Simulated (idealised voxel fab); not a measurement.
Process module name: voxel self aligned vias
This is section cut - it's 295 nm across, gridded in 5 nm square cells.
A cross-section is a grid of square cells, given in bands from the top down. A band is one or more rows of cells.
Within each band entry, the heights of the top and of the bottom of the band appear first, in that order and in nm; the materials of the band then follow from left to right, each with its corresponding width in nm. The designation "throughout" on a single material indicates that it fills the band from edge to edge; the designation "empty" indicates empty space.
We count height from 0. Below that, the starting wafer is all one material. The lowest band never ends at the bottom but goes on down; see "0 nm and below" for how that is written.
Read "30->40" as a graded width: first number on top, second number at the bottom, same change between each pair of neighbouring rows.
Reading "everything unchanged" for a step: not a cell of the cross-section changed in it.
Closed empty spaces (no open way to the top) of 8 cells or more are what "Fully sealed voids" lists, each as width x height at distance from the left edge, nm for all three.
On each step's line, the part that comes after the settings is the simulator's own comment on the step.
If you see "overlay nm" on a step's line and that step has a mask, it's telling you how far right of where it was planned the mask ended up; a negative number means it went left instead.

THE PLANNED PROCESS STEPS ARE ENUMERATED HEREUNDER
1. RECEIVE: material Si
2. CONFORMAL_DEP: material SiO2, thk nm 15
3. CONFORMAL_DEP: material SiCN, thk nm 5
4. DIRECTIONAL_DEP: material lowk, thk nm 20
5. PATTERN: tone open, mask id LINES, material resist, width nm 30, pitch nm 55, thk nm 15, overlay nm 0
6. DIRECTIONAL_ETCH: etch materials lowk, depth nm 20
7. STRIP: etch materials resist
8. CONFORMAL_DEP: material TiN, thk nm 5
9. FILL_DEP: material W, thk nm 10
10. CMP: height nm 40
11. SELECTIVE_ETCH: etch materials W Ru TiN, depth nm 5
12. FILL_DEP: material SiN, thk nm 5
13. CMP: height nm 40
14. DIRECTIONAL_DEP: material lowk, thk nm 15
15. MASKED_ETCH: tone open, mask id VIAS, width nm 40, pitch nm 110, etch materials lowk, depth nm 15, overlay nm 0
16. MASKED_ETCH: tone open, mask id VIAS, width nm 40, pitch nm 110, etch materials SiN, depth nm 5, overlay nm 0
17. CONFORMAL_DEP: material TiN, thk nm 5
18. FILL_DEP: material W, thk nm 5
19. CMP: height nm 55
20. CONFORMAL_DEP: material SiCN, thk nm 5

CROSS-SECTIONAL VIEW OF THE WAFER IN ITS AS-RECEIVED CONDITION, CORRESPONDING TO THE STATE AFTER STEP 1
	0 nm and below = Si throughout
	Fully sealed voids: none

FIRST OF TWO WAFERS AT THE END OF THE MODULE, SHOWN IN CROSS-SECTION; RUN CARRIED OUT AS PLANNED
	60 nm to 55 nm = SiCN throughout
	55 nm to 45 nm = 70 nm lowk; 5 nm TiN; 30 nm W; 5 nm TiN; 70 nm lowk; 5 nm TiN; 30 nm W; 5 nm TiN; 75 nm lowk
	45 nm to 40 nm = 70 nm lowk; 10 nm TiN; 20 nm W; 10 nm TiN; 70 nm lowk; 10 nm TiN; 20 nm W; 10 nm TiN; 75 nm lowk
	40 nm to 35 nm = 75 nm lowk; 30 nm TiN; 25 nm lowk; 30 nm SiN; 25 nm lowk; 30 nm TiN; 80 nm lowk
	35 nm to 25 nm = 75 nm lowk; 5 nm TiN; 20 nm W; 5 nm TiN; 25 nm lowk; 5 nm TiN; 20 nm W; 5 nm TiN; 25 nm lowk; 5 nm TiN; 20 nm W; 5 nm TiN; 80 nm lowk
	25 nm to 20 nm = 75 nm lowk; 30 nm TiN; 25 nm lowk; 30 nm TiN; 25 nm lowk; 30 nm TiN; 80 nm lowk
	20 nm to 15 nm = SiCN throughout
	15 nm to 0 nm = SiO2 throughout
	0 nm and below = Si throughout
	Fully sealed voids: none

WHAT THE SECOND WAFER LOOKS LIKE IN CROSS-SECTION ONCE THE MODULE IS DONE. ITS START AND ITS PLAN MATCHED THE FIRST WAFER'S EXACTLY; WHAT DIFFERED WAS ONE MISTAKE IN HOW IT WAS RUN
	60 nm to 55 nm = SiCN throughout
	55 nm to 45 nm = 70 nm lowk; 5 nm TiN; 30 nm W; 5 nm TiN; 70 nm lowk; 5 nm TiN; 30 nm W; 5 nm TiN; 75 nm lowk
	45 nm to 40 nm = 70 nm lowk; 40 nm TiN; 70 nm lowk; 40 nm TiN; 75 nm lowk
	40 nm to 35 nm = SiCN throughout
	35 nm to 15 nm = lowk throughout
	15 nm to 0 nm = SiO2 throughout
	0 nm and below = Si throughout
	Fully sealed voids: none
In executing the process, a mistake was made relative to the plan: step 3 ran in the slot meant for step 4, and vice versa
The closing comparison, in cells, has the second wafer with more or fewer of some materials than the first: SiN -6; TiN -34; W -32; lowk +72
